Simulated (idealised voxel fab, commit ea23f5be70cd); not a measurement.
Process module, titled voxel self aligned contacts
Each square cell in cross-section cut measures 5 nm, and the section as a whole is 245 nm wide.
In what follows, cross-sections appear as grids of square cells, described through bands that run from the top down, where every band is one or more rows of cells.
Basically the band line says how high the top is and how high the bottom is, in nm, and then what's in it from left to right, every material with its width in nm. Empty space shows up as "blank", and if a single material carries "full width" it runs the full band edge to edge.
The reference from which all heights are counted is 0, the level beneath which the as-received wafer is entirely one material; the lowest band, having no lower bound, proceeds downward and is written after the example "top 0, no bottom".
The notation "30..40" denotes a width that varies across the rows of cells in the band, beginning at the first number in the top row, finishing at the second number in the bottom row, and changing by an identical amount from each row to the next.
When a step is marked "no modification", none of the cells in the cross-section changed during that step.
What "Enclosed voids" gives you is every empty space of 8 cells or more that is cut off from the top. Each appears as width x height at distance, with the distance taken from the left edge and width, height and distance all in nm.
Past the settings on a step's line: simulator remark, on that step.
overlay nm: right-of-plan distance of the mask on a masked step; negative values mean left-of-plan.
Steps planned for the process
step 1: op RECEIVE | material Si
step 2: op CONFORMAL_DEP | material SiO2 | thk nm 5
step 3: op DIRECTIONAL_DEP | material polySi | thk nm 30
step 4: op DIRECTIONAL_DEP | material SiN | thk nm 20
step 5: op PATTERN | tone cover | mask id GATE | material resist | width nm 30 | pitch nm 70 | thk nm 20 | overlay nm 0
step 6: op DIRECTIONAL_ETCH | etch materials SiN | depth nm 20
step 7: op DIRECTIONAL_ETCH | etch materials polySi | depth nm 30
step 8: op STRIP | etch materials resist
step 9: op CONFORMAL_DEP | material SiN | thk nm 10
step 10: op DIRECTIONAL_ETCH | etch materials SiN | depth nm 10
step 11: op FILL_DEP | material SiO2 | thk nm 10
step 12: op CMP | height nm 60
step 13: op PATTERN | tone open | mask id CONTACT | material resist | width nm 50 | pitch nm 70 | thk nm 20 | overlay nm 0
step 14: op DIRECTIONAL_ETCH | etch materials SiO2 | depth nm 60
step 15: op STRIP | etch materials resist
step 16: op CONFORMAL_DEP | material TiN | thk nm 5
step 17: op FILL_DEP | material Ru | thk nm 5
step 18: op CMP | height nm 60
step 19: op CONFORMAL_DEP | material SiCN | thk nm 5
Cross-section: wafer on arrival = after step 1
  top 0, no bottom | Si full width
  Enclosed voids: none
Cross-sectional result after module completion. Note: starting condition and plan are unchanged from above; one processing mistake was made
  top 65, bottom 60 | SiCN full width
  top 60, bottom 55 | 60 nm SiO2 / 20 nm TiN / 10 nm Ru / 20 nm TiN / 20 nm SiO2 / 20 nm TiN / 10 nm Ru / 20 nm TiN / 65 nm SiO2
  top 55, bottom 35 | 25 nm SiO2 / 50 nm SiN / 5 nm TiN / 10 nm Ru / 5 nm TiN / 50 nm SiN / 5 nm TiN / 10 nm Ru / 5 nm TiN / 50 nm SiN / 30 nm SiO2
  top 35, bottom 30 | 75 nm SiO2 / 20 nm TiN / 50 nm SiO2 / 20 nm TiN / 80 nm SiO2
  top 30, bottom 0 | polySi full width
  top 0, no bottom | Si full width
  Enclosed voids: none
Heads up, the wafer didn't run the way we planned it: step 2 ran in the slot meant for step 3, and vice versa
